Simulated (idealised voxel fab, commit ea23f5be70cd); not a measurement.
The process module that follows is named voxel quadruple lines.
cross-section cut | 255 nm wide | cells 5 nm
In what follows, cross-sections appear as grids of square cells, described through bands that run from the top down, where every band is one or more rows of cells.
Band entry format. Leading values: height of top, height of bottom, nm. Remainder: materials in left-to-right order, each with its width in nm. Special words: "everywhere" on a single material, which then fills the band edge to edge; "air", empty space.
It should be noted that heights are counted from 0, beneath which the wafer as supplied is of one material throughout, and that the lowest band possesses no lower boundary but continues downward, as written in "z 0 and below".
Width "30->40": first value at the band's top row of cells, second value at its bottom row, equal change from row to row.
Where the words "everything unchanged" appear for a step, the cross-section shows no cell changed by that step; every cell remained as before.
So "Sealed internal voids" is basically the list of trapped voids: any empty space of 8 cells or more that can't reach the top through an opening. They're written width x height at distance, the distance being from the left edge, and it's all nm.
What comes after the settings on a step's line is commentary from the simulator itself on that step.
The line of a step may include "overlay nm". On a step with a mask, this value is how far to the right of its planned place the mask lay. A negative value means the mask lay to the left.
Planned process steps
| 1 | RECEIVE (material Si) |
| 2 | CONFORMAL_DEP (material Al2O3; thk nm 5) |
| 3 | DIRECTIONAL_DEP (material W; thk nm 15) |
| 4 | DIRECTIONAL_DEP (material polySi; thk nm 20) |
| 5 | DIRECTIONAL_DEP (material aC; thk nm 20) |
| 6 | PATTERN (tone cover; mask id MANDREL; material resist; width nm 20; pitch nm 60; thk nm 25; overlay nm 0) |
| 7 | DIRECTIONAL_ETCH (etch materials aC; depth nm 20) |
| 8 | STRIP (etch materials resist) |
| 9 | CONFORMAL_DEP (material SiO2; thk nm 10) |
| 10 | DIRECTIONAL_ETCH (etch materials SiO2; depth nm 10) |
| 11 | STRIP (etch materials aC) |
| 12 | DIRECTIONAL_ETCH (etch materials polySi; depth nm 20) |
| 13 | STRIP (etch materials SiO2) |
| 14 | CONFORMAL_DEP (material SiN; thk nm 5) |
| 15 | DIRECTIONAL_ETCH (etch materials SiN; depth nm 5) |
| 16 | STRIP (etch materials polySi) |
| 17 | DIRECTIONAL_ETCH (etch materials W; depth nm 15) |
| 18 | STRIP (etch materials SiN) |
| 19 | FILL_DEP (material lowk; thk nm 5) |
| 20 | CMP (height nm 20) |
First of two wafers: run as planned
Cross-section: wafer on arrival = after step 1
> z 0 and below | Si everywhere
> Sealed internal voids: none
The wafer in cross-section once step 2 is complete
> z 5 to 0 | Al2O3 everywhere
> All layers under 0 are left as they were.
The wafer in cross-section once step 3 is complete
> z 20 to 5 | W everywhere
> All layers under 5 are left as they were.
The wafer in cross-section once step 4 is complete
> z 40 to 20 | polySi everywhere
> All layers under 20 are left as they were.
The wafer in cross-section once step 5 is complete
> z 60 to 40 | aC everywhere
> All layers under 40 are left as they were.
The wafer in cross-section once step 6 is complete
> z 85 to 60 | air: 85  resist: 20  air: 40  resist: 20  air: 90
> All layers under 60 are left as they were.
The wafer in cross-section once step 7 is complete
> z 65 to 60 | air: 85  resist: 20  air: 40  resist: 20  air: 90
> z 60 to 40 | air: 85  aC: 20  air: 40  aC: 20  air: 90
> All layers under 40 are left as they were.
The wafer in cross-section once step 8 is complete
> z 60 to 40 | air: 85  aC: 20  air: 40  aC: 20  air: 90
> All layers under 40 are left as they were.
The wafer in cross-section once step 9 is complete
> z 70 to 60 | air: 75  SiO2: 40  air: 20  SiO2: 40  air: 80
> z 60 to 50 | air: 75  SiO2: 10  aC: 20  SiO2: 10  air: 20  SiO2: 10  aC: 20  SiO2: 10  air: 80
> z 50 to 40 | SiO2: 85  aC: 20  SiO2: 40  aC: 20  SiO2: 90
> All layers under 40 are left as they were.
The wafer in cross-section once step 10 is complete
> z 60 to 40 | air: 75  SiO2: 10  aC: 20  SiO2: 10  air: 20  SiO2: 10  aC: 20  SiO2: 10  air: 80
> All layers under 40 are left as they were.
The wafer in cross-section once step 11 is complete
> z 60 to 40 | air: 75  SiO2: 10  air: 20  SiO2: 10  air: 20  SiO2: 10  air: 20  SiO2: 10  air: 80
> All layers under 40 are left as they were.
The wafer in cross-section once step 12 is complete
> z 60 to 40 | air: 75  SiO2: 10  air: 20  SiO2: 10  air: 20  SiO2: 10  air: 20  SiO2: 10  air: 80
> z 40 to 20 | air: 75  polySi: 10  air: 20  polySi: 10  air: 20  polySi: 10  air: 20  polySi: 10  air: 80
> All layers under 20 are left as they were.
The wafer in cross-section once step 13 is complete
> z 40 to 20 | air: 75  polySi: 10  air: 20  polySi: 10  air: 20  polySi: 10  air: 20  polySi: 10  air: 80
> All layers under 20 are left as they were.
The wafer in cross-section once step 14 is complete
> z 45 to 40 | air: 70  SiN: 20  air: 10  SiN: 20  air: 10  SiN: 20  air: 10  SiN: 20  air: 75
> z 40 to 25 | air: 70  SiN: 5  polySi: 10  SiN: 5  air: 10  SiN: 5  polySi: 10  SiN: 5  air: 10  SiN: 5  polySi: 10  SiN: 5  air: 10  SiN: 5  polySi: 10  SiN: 5  air: 75
> z 25 to 20 | SiN: 75  polySi: 10  SiN: 20  polySi: 10  SiN: 20  polySi: 10  SiN: 20  polySi: 10  SiN: 80
> All layers under 20 are left as they were.
The wafer in cross-section once step 15 is complete
> z 40 to 20 | air: 70  SiN: 5  polySi: 10  SiN: 5  air: 10  SiN: 5  polySi: 10  SiN: 5  air: 10  SiN: 5  polySi: 10  SiN: 5  air: 10  SiN: 5  polySi: 10  SiN: 5  air: 75
> All layers under 20 are left as they were.
The wafer in cross-section once step 16 is complete
> z 40 to 20 | air: 70  SiN: 5  air: 10  SiN: 5  air: 10  SiN: 5  air: 10  SiN: 5  air: 10  SiN: 5  air: 10  SiN: 5  air: 10  SiN: 5  air: 10  SiN: 5  air: 75
> All layers under 20 are left as they were.
The wafer in cross-section once step 17 is complete
> z 40 to 20 | air: 70  SiN: 5  air: 10  SiN: 5  air: 10  SiN: 5  air: 10  SiN: 5  air: 10  SiN: 5  air: 10  SiN: 5  air: 10  SiN: 5  air: 10  SiN: 5  air: 75
> z 20 to 5 | air: 70  W: 5  air: 10  W: 5  air: 10  W: 5  air: 10  W: 5  air: 10  W: 5  air: 10  W: 5  air: 10  W: 5  air: 10  W: 5  air: 75
> All layers under 5 are left as they were.
The wafer in cross-section once step 18 is complete
> z 20 to 5 | air: 70  W: 5  air: 10  W: 5  air: 10  W: 5  air: 10  W: 5  air: 10  W: 5  air: 10  W: 5  air: 10  W: 5  air: 10  W: 5  air: 75
> All layers under 5 are left as they were.
The wafer in cross-section once step 19 is complete
> z 25 to 20 | lowk everywhere
> z 20 to 5 | lowk: 70  W: 5  lowk: 10  W: 5  lowk: 10  W: 5  lowk: 10  W: 5  lowk: 10  W: 5  lowk: 10  W: 5  lowk: 10  W: 5  lowk: 10  W: 5  lowk: 75
> All layers under 5 are left as they were.
The wafer in cross-section once step 20 is complete
> z 20 to 5 | lowk: 70  W: 5  lowk: 10  W: 5  lowk: 10  W: 5  lowk: 10  W: 5  lowk: 10  W: 5  lowk: 10  W: 5  lowk: 10  W: 5  lowk: 10  W: 5  lowk: 75
> All layers under 5 are left as they were.
The second wafer was prepared from the same starting point and under the same plan as the first; its processing contained one mistake, and it remains indistinguishable from the first wafer up to and including step 5
Cross-section, second wafer, at the end time the plan gives for step 6
> z 85 to 60 | air: 85  resist: 25  air: 35  resist: 25  air: 85
> All layers under 60 are left as they were.
Cross-section, second wafer, at the end time the plan gives for step 7
> z 65 to 60 | air: 85  resist: 25  air: 35  resist: 25  air: 85
> z 60 to 40 | air: 85  aC: 25  air: 35  aC: 25  air: 85
> All layers under 40 are left as they were.
Cross-section, second wafer, at the end time the plan gives for step 8
> z 60 to 40 | air: 85  aC: 25  air: 35  aC: 25  air: 85
> All layers under 40 are left as they were.
Cross-section, second wafer, at the end time the plan gives for step 9
> z 70 to 60 | air: 75  SiO2: 45  air: 15  SiO2: 45  air: 75
> z 60 to 50 | air: 75  SiO2: 10  aC: 25  SiO2: 10  air: 15  SiO2: 10  aC: 25  SiO2: 10  air: 75
> z 50 to 40 | SiO2: 85  aC: 25  SiO2: 35  aC: 25  SiO2: 85
> All layers under 40 are left as they were.
Cross-section, second wafer, at the end time the plan gives for step 10
> z 60 to 40 | air: 75  SiO2: 10  aC: 25  SiO2: 10  air: 15  SiO2: 10  aC: 25  SiO2: 10  air: 75
> All layers under 40 are left as they were.
Cross-section, second wafer, at the end time the plan gives for step 11
> z 60 to 40 | air: 75  SiO2: 10  air: 25  SiO2: 10  air: 15  SiO2: 10  air: 25  SiO2: 10  air: 75
> All layers under 40 are left as they were.
Cross-section, second wafer, at the end time the plan gives for step 12
> z 60 to 40 | air: 75  SiO2: 10  air: 25  SiO2: 10  air: 15  SiO2: 10  air: 25  SiO2: 10  air: 75
> z 40 to 20 | air: 75  polySi: 10  air: 25  polySi: 10  air: 15  polySi: 10  air: 25  polySi: 10  air: 75
> All layers under 20 are left as they were.
Cross-section, second wafer, at the end time the plan gives for step 13
> z 40 to 20 | air: 75  polySi: 10  air: 25  polySi: 10  air: 15  polySi: 10  air: 25  polySi: 10  air: 75
> All layers under 20 are left as they were.
Cross-section, second wafer, at the end time the plan gives for step 14
> z 45 to 40 | air: 70  SiN: 20  air: 15  SiN: 20  air: 5  SiN: 20  air: 15  SiN: 20  air: 70
> z 40 to 25 | air: 70  SiN: 5  polySi: 10  SiN: 5  air: 15  SiN: 5  polySi: 10  SiN: 5  air: 5  SiN: 5  polySi: 10  SiN: 5  air: 15  SiN: 5  polySi: 10  SiN: 5  air: 70
> z 25 to 20 | SiN: 75  polySi: 10  SiN: 25  polySi: 10  SiN: 15  polySi: 10  SiN: 25  polySi: 10  SiN: 75
> All layers under 20 are left as they were.
Cross-section, second wafer, at the end time the plan gives for step 15
> z 40 to 20 | air: 70  SiN: 5  polySi: 10  SiN: 5  air: 15  SiN: 5  polySi: 10  SiN: 5  air: 5  SiN: 5  polySi: 10  SiN: 5  air: 15  SiN: 5  polySi: 10  SiN: 5  air: 70
> All layers under 20 are left as they were.
Cross-section, second wafer, at the end time the plan gives for step 16
> z 40 to 20 | air: 70  SiN: 5  air: 10  SiN: 5  air: 15  SiN: 5  air: 10  SiN: 5  air: 5  SiN: 5  air: 10  SiN: 5  air: 15  SiN: 5  air: 10  SiN: 5  air: 70
> All layers under 20 are left as they were.
Cross-section, second wafer, at the end time the plan gives for step 17
> z 40 to 20 | air: 70  SiN: 5  air: 10  SiN: 5  air: 15  SiN: 5  air: 10  SiN: 5  air: 5  SiN: 5  air: 10  SiN: 5  air: 15  SiN: 5  air: 10  SiN: 5  air: 70
> z 20 to 5 | air: 70  W: 5  air: 10  W: 5  air: 15  W: 5  air: 10  W: 5  air: 5  W: 5  air: 10  W: 5  air: 15  W: 5  air: 10  W: 5  air: 70
> All layers under 5 are left as they were.
Cross-section, second wafer, at the end time the plan gives for step 18
> z 20 to 5 | air: 70  W: 5  air: 10  W: 5  air: 15  W: 5  air: 10  W: 5  air: 5  W: 5  air: 10  W: 5  air: 15  W: 5  air: 10  W: 5  air: 70
> All layers under 5 are left as they were.
Cross-section, second wafer, at the end time the plan gives for step 19
> z 25 to 20 | lowk everywhere
> z 20 to 5 | lowk: 70  W: 5  lowk: 10  W: 5  lowk: 15  W: 5  lowk: 10  W: 5  lowk: 5  W: 5  lowk: 10  W: 5  lowk: 15  W: 5  lowk: 10  W: 5  lowk: 70
> All layers under 5 are left as they were.
Cross-section, second wafer, at the end time the plan gives for step 20
> z 20 to 5 | lowk: 70  W: 5  lowk: 10  W: 5  lowk: 15  W: 5  lowk: 10  W: 5  lowk: 5  W: 5  lowk: 10  W: 5  lowk: 15  W: 5  lowk: 10  W: 5  lowk: 70
> All layers under 5 are left as they were.
The plan and the run diverged here: step 6 was run on a setting that differed from the plan, and what really ran there is PATTERN (tone cover; mask id MANDREL; material resist; width nm 25; pitch nm 60; thk nm 25; overlay nm 0)
at the end the second wafer has, in cells: as many of each material as the first, in other places
